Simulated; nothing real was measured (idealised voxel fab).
The document below concerns the process module designated voxel wiring stack.
Square cell edge 5 nm, section width 290 nm, ID cut.
Cross-section format: a grid of square cells, given as bands from top to bottom; each band is one or more rows of cells.
Read a band's entry like this: the first values are the height of its top and the height of its bottom in nm, and what follows is the sequence of materials from left to right, each with its width in nm. Note that "air" is empty space, and that a single material marked "all across" reaches across the band from edge to edge.
A quick word on heights: they are counted from 0, and under that level the wafer as it came to us is one material throughout. The lowest band is different from the rest in having no bottom; it simply continues downward, written as in "0 nm and below".
Think of "30->40" as a width that walks from the first number to the second as you go down the band, top row to bottom row, taking equal-sized steps from row to row.
For the purposes of this document, the phrase "no modifications" attached to a step denotes that no cell within the cross-section was modified by that step.
This entry, "Enclosed void catalog", enumerates those empty regions of no fewer than 8 cells that possess no open connection to the top. Each region is reported in the form width x height at distance, the distance being taken from the left edge, with all three quantities expressed in nm.
after a step's settings: what the simulator itself notes on the step
"overlay nm" answers the question of how far to the right of plan the mask lay on a step that has a mask, and when it is negative the answer is to the left.

Intended process steps:
1: RECEIVE (material Si)
2: CONFORMAL_DEP (material SiO2; thk nm 10)
3: CONFORMAL_DEP (material SiN; thk nm 5)
4: DIRECTIONAL_DEP (material lowk; thk nm 15)
5: MASKED_ETCH (tone open; mask id METAL_1; width nm 20; pitch nm 50; etch materials lowk; depth nm 15; overlay nm 0)
6: MASKED_ETCH (tone open; mask id METAL_1; width nm 20; pitch nm 50; etch materials SiN; depth nm 5; overlay nm 0)
7: CONFORMAL_DEP (material TiN; thk nm 5)
8: FILL_DEP (material Cu; thk nm 5)
9: CMP (height nm 30)
10: CONFORMAL_DEP (material SiCN; thk nm 5)
11: DIRECTIONAL_DEP (material SiO2; thk nm 30)
12: PATTERN (tone open; mask id METAL_2_HOLES; material resist; width nm 15; pitch nm 50; thk nm 15; overlay nm 0)
13: DIRECTIONAL_ETCH (etch materials SiO2; depth nm 30)
14: STRIP (etch materials resist)
15: MASKED_ETCH (tone open; mask id METAL_2; width nm 20; pitch nm 50; etch materials SiO2; depth nm 15; overlay nm 0)
16: MASKED_ETCH (tone open; mask id METAL_2; width nm 20; pitch nm 50; etch materials SiCN; depth nm 5; overlay nm 0)
17: CONFORMAL_DEP (material TiN; thk nm 5)
18: FILL_DEP (material Cu; thk nm 5)
19: CMP (height nm 65)
20: CONFORMAL_DEP (material SiCN; thk nm 5)

As received, after step 1:
	0 nm and below | Si all across
	Enclosed void catalog: none

Starting wafer: above. Plan: above. Run: one mistake. Cross-section after the module: below:
	70 nm to 65 nm | SiCN all across
	65 nm to 60 nm | SiCN 60 nm  TiN 20 nm  SiCN 30 nm  TiN 20 nm  SiCN 30 nm  TiN 20 nm  SiCN 30 nm  TiN 20 nm  SiCN 60 nm
	60 nm to 30 nm | SiO2 all across
	30 nm to 15 nm | lowk 60 nm  TiN 5 nm  Cu 10 nm  TiN 5 nm  lowk 30 nm  TiN 5 nm  Cu 10 nm  TiN 5 nm  lowk 30 nm  TiN 5 nm  Cu 10 nm  TiN 5 nm  lowk 30 nm  TiN 5 nm  Cu 10 nm  TiN 5 nm  lowk 60 nm
	15 nm to 10 nm | SiN 60 nm  TiN 20 nm  SiN 30 nm  TiN 20 nm  SiN 30 nm  TiN 20 nm  SiN 30 nm  TiN 20 nm  SiN 60 nm
	10 nm to 0 nm | SiO2 all across
	0 nm and below | Si all across
	Enclosed void catalog: none
Heads up, the wafer didn't run the way we planned it: steps 10 and 11 got flipped, so each one ran where the other should have
